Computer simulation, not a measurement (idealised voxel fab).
process module | voxel capacitor over wiring
cross-section cut | 265 nm wide | cells 5 nm
A cross-section is a grid of square cells, given in bands from the top down. A band is one or more rows of cells.
Each band's line starts with the height of the band's top and of its bottom, in nm. Then come its materials from left to right, each with its width in nm. One material with "throughout" fills the band from edge to edge. "air" is empty space.
Height 0 is the level under which the wafer as received is all one material. The lowest band goes on downwards, as in "0 down".
A width such as "30 to 40" changes by the same amount from each row of cells to the next, from the band's top row to its bottom row.
"no change" after a step means that no cell of the cross-section changed.
closed voids: empty space of 8 cells or more with no open way to the top, each as width x height at its distance from the left edge, in nm
after a step's settings: what the simulator itself notes on the step
overlay nm, on a step with a mask: how far to the right of its planned place the mask lay; to the left if negative
plan
1 op RECEIVE | material Si
2 op CONFORMAL_DEP | material SiO2 | thk nm 10
3 op CONFORMAL_DEP | material SiN | thk nm 5
4 op DIRECTIONAL_DEP | material lowk | thk nm 15
5 op DIRECTIONAL_DEP | material aC | thk nm 10
6 op PATTERN | tone open | mask id METAL_1 | material resist | width nm 30 | pitch nm 100 | thk nm 25 | overlay nm 0
7 op DIRECTIONAL_ETCH | etch materials aC | depth nm 10
8 op STRIP | etch materials resist
9 op DIRECTIONAL_ETCH | etch materials lowk | depth nm 15
10 op DIRECTIONAL_ETCH | etch materials SiN | depth nm 5
11 op STRIP | etch materials aC
12 op CONFORMAL_DEP | material TiN | thk nm 5
13 op FILL_DEP | material Cu | thk nm 10
14 op CMP | height nm 30
15 op EPI | material Ru | thk nm 5
16 op FILL_DEP | material SiCN | thk nm 5
17 op DIRECTIONAL_DEP | material lowk | thk nm 20
18 op MASKED_ETCH | tone open | mask id PLUG_1 | width nm 15 | etch materials lowk | depth nm 20 | overlay nm 0
19 op MASKED_ETCH | tone open | mask id PLUG_1 | width nm 15 | etch materials SiCN | depth nm 5 | overlay nm 0
20 op EPI | material Ru | thk nm 10
21 op EPI | material Ru | thk nm 10
22 op EPI | material Ru | thk nm 5
23 op DIRECTIONAL_DEP | material TiN | thk nm 10
24 op DIRECTIONAL_DEP | material Al2O3 | thk nm 5
25 op DIRECTIONAL_DEP | material TiN | thk nm 5
26 op PATTERN | tone cover | mask id UPPER_PLATE | material resist | width nm 75 | thk nm 15 | overlay nm 0
27 op DIRECTIONAL_ETCH | etch materials TiN | depth nm 5
28 op DIRECTIONAL_ETCH | etch materials Al2O3 | depth nm 5
29 op STRIP | etch materials resist
30 op MASKED_ETCH | tone cover | mask id LOWER_PLATE | width nm 85 | etch materials TiN | depth nm 10 | overlay nm 0
31 op FILL_DEP | material SiO2 | thk nm 15
32 op CMP | height nm 90
33 op DIRECTIONAL_DEP | material aC | thk nm 15
34 op PATTERN | tone open | mask id PLUG_2 | material resist | width nm 15 | thk nm 35 | overlay nm 0
35 op DIRECTIONAL_ETCH | etch materials aC | depth nm 15
36 op STRIP | etch materials resist
37 op DIRECTIONAL_ETCH | etch materials SiO2 | depth nm 10
38 op STRIP | etch materials aC
39 op CONFORMAL_DEP | material TiN | thk nm 5
40 op FILL_DEP | material Ru | thk nm 10
41 op CMP | height nm 90
42 op CONFORMAL_DEP | material SiCN | thk nm 5
as received, after step 1
  0 down: Si throughout
  closed voids: none
first wafer at the end, as planned
  95 to 90: SiCN throughout
  90 to 85: SiO2 90 | TiN 5 | Ru 5 | TiN 5 | SiO2 160
  85 to 75: SiO2 90 to 80 | TiN 15 to 75 | SiO2 160 to 110
  75 to 70: SiO2 80 | Al2O3 75 | SiO2 110
  70 to 60: SiO2 75 | TiN 85 | SiO2 105
  60 to 40: lowk 80 | Ru 15 | lowk 170
  40 to 35: SiCN 80 | Ru 15 | SiCN 170
  35 to 30: SiCN 60 | Ru 40 | SiCN 60 | Ru 40 | SiCN 65
  30 to 15: lowk 65 | TiN 5 | Cu 20 | TiN 5 | lowk 70 | TiN 5 | Cu 20 | TiN 5 | lowk 70
  15 to 10: SiN 65 | TiN 30 | SiN 70 | TiN 30 | SiN 70
  10 to 0: SiO2 throughout
  0 down: Si throughout
  closed voids: none
second wafer at the end: like start, like plan, one mistake
  95 to 90: SiCN throughout
  90 to 85: SiO2 90 | TiN 5 | Ru 5 | TiN 5 | SiO2 160
  85 to 75: SiO2 90 to 80 | TiN 15 to 75 | SiO2 160 to 110
  75 to 70: SiO2 80 | Al2O3 75 | SiO2 110
  70 to 60: SiO2 75 | TiN 85 | SiO2 105
  60 to 40: lowk 80 | Ru 15 | lowk 170
  40 to 35: SiCN 80 | Ru 15 | SiCN 170
  35 to 30: Ru throughout
  30 to 25: TiN 70 | Cu 20 | TiN 80 | Cu 20 | TiN 75
  25 to 15: lowk 65 | TiN 5 | Cu 20 | TiN 5 | lowk 70 | TiN 5 | Cu 20 | TiN 5 | lowk 70
  15 to 10: lowk 65 | TiN 30 | lowk 70 | TiN 30 | lowk 70
  10 to 0: SiO2 throughout
  0 down: Si throughout
  closed voids: none
what went wrong: step 3 was left out
at the end the second wafer has, in cells: 37 more of Ru | 37 fewer of SiCN | 41 fewer of SiN | 41 more of TiN
